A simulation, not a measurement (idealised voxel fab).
process module | voxel ribs on slabs
cross-section cut | 235 nm wide | cells 5 nm
A cross-section is a grid of square cells, given in bands from the top down. A band is one or more rows of cells.
Each band's line starts with the height of the band's top and of its bottom, in nm. Then come its materials from left to right, each with its width in nm. One material with "throughout" fills the band from edge to edge. "air" is empty space.
Height 0 is the level under which the wafer as received is all one material. The lowest band goes on downwards, as in "0 down".
A width such as "30 to 40" changes by the same amount from each row of cells to the next, from the band's top row to its bottom row.
"no change" after a step means that no cell of the cross-section changed.
closed voids: empty space of 8 cells or more with no open way to the top, each as width x height at its distance from the left edge, in nm
after a step's settings: what the simulator itself notes on the step
overlay nm, on a step with a mask: how far to the right of its planned place the mask lay; to the left if negative
plan
1 op RECEIVE | material Si
2 op DIRECTIONAL_DEP | material SiO2 | thk nm 30
3 op DIRECTIONAL_DEP | material SiN | thk nm 20
4 op PATTERN | tone cover | mask id RIB | material resist | width nm 20 | thk nm 20 | overlay nm 0
5 op DIRECTIONAL_ETCH | etch materials SiN | depth nm 10
6 op STRIP | etch materials resist
7 op PATTERN | tone cover | mask id SLAB | material resist | width nm 40 | thk nm 20 | overlay nm 0
8 op DIRECTIONAL_ETCH | etch materials SiN | depth nm 10
9 op STRIP | etch materials resist
10 op FILL_DEP | material SiO2 | thk nm 15
11 op CMP | height nm 60
12 op DIRECTIONAL_DEP | material TiN | thk nm 10
13 op DIRECTIONAL_DEP | material aC | thk nm 10
14 op PATTERN | tone cover | mask id HEATER | material resist | width nm 30 | thk nm 30 | overlay nm 0
15 op DIRECTIONAL_ETCH | etch materials aC | depth nm 10
16 op STRIP | etch materials resist
17 op DIRECTIONAL_ETCH | etch materials TiN | depth nm 10
18 op STRIP | etch materials aC
19 op CONFORMAL_DEP | material SiN | thk nm 5
varied across the wafers: width nm of step 7. The plan shows the first wafer's value. All wafers start alike
first wafer as received, after step 1
  0 down: Si throughout
  closed voids: none
first wafer at the end, after step 19
  75 to 70: air 95 | SiN 40 | air 100
  70 to 65: air 95 | SiN 5 | TiN 30 | SiN 5 | air 100
  65 to 60: SiN 100 | TiN 30 | SiN 105
  60 to 50: SiO2 throughout
  50 to 40: SiO2 105 | SiN 20 | SiO2 110
  40 to 30: SiO2 95 | SiN 40 | SiO2 100
  30 to 0: SiO2 throughout
  0 down: Si throughout
  closed voids: none
last wafer at the end
  75 to 70: air 95 | SiN 40 | air 100
  70 to 65: air 95 | SiN 5 | TiN 30 | SiN 5 | air 100
  65 to 60: SiN 100 | TiN 30 | SiN 105
  60 to 50: SiO2 throughout
  50 to 40: SiO2 105 | SiN 20 | SiO2 110
  40 to 30: SiO2 85 | SiN 65 | SiO2 85
  30 to 0: SiO2 throughout
  0 down: Si throughout
  closed voids: none
each wafer at the end: cells of each material gained (+) or lost (-) since it was received, then its closed voids
width nm 40 | +75 SiN | +540 SiO2 | +12 TiN | closed voids: none
width nm 45 | +77 SiN | +538 SiO2 | +12 TiN | closed voids: none
width nm 50 | +79 SiN | +536 SiO2 | +12 TiN | closed voids: none
width nm 55 | +81 SiN | +534 SiO2 | +12 TiN | closed voids: none
width nm 60 | +83 SiN | +532 SiO2 | +12 TiN | closed voids: none
width nm 65 | +85 SiN | +530 SiO2 | +12 TiN | closed voids: none
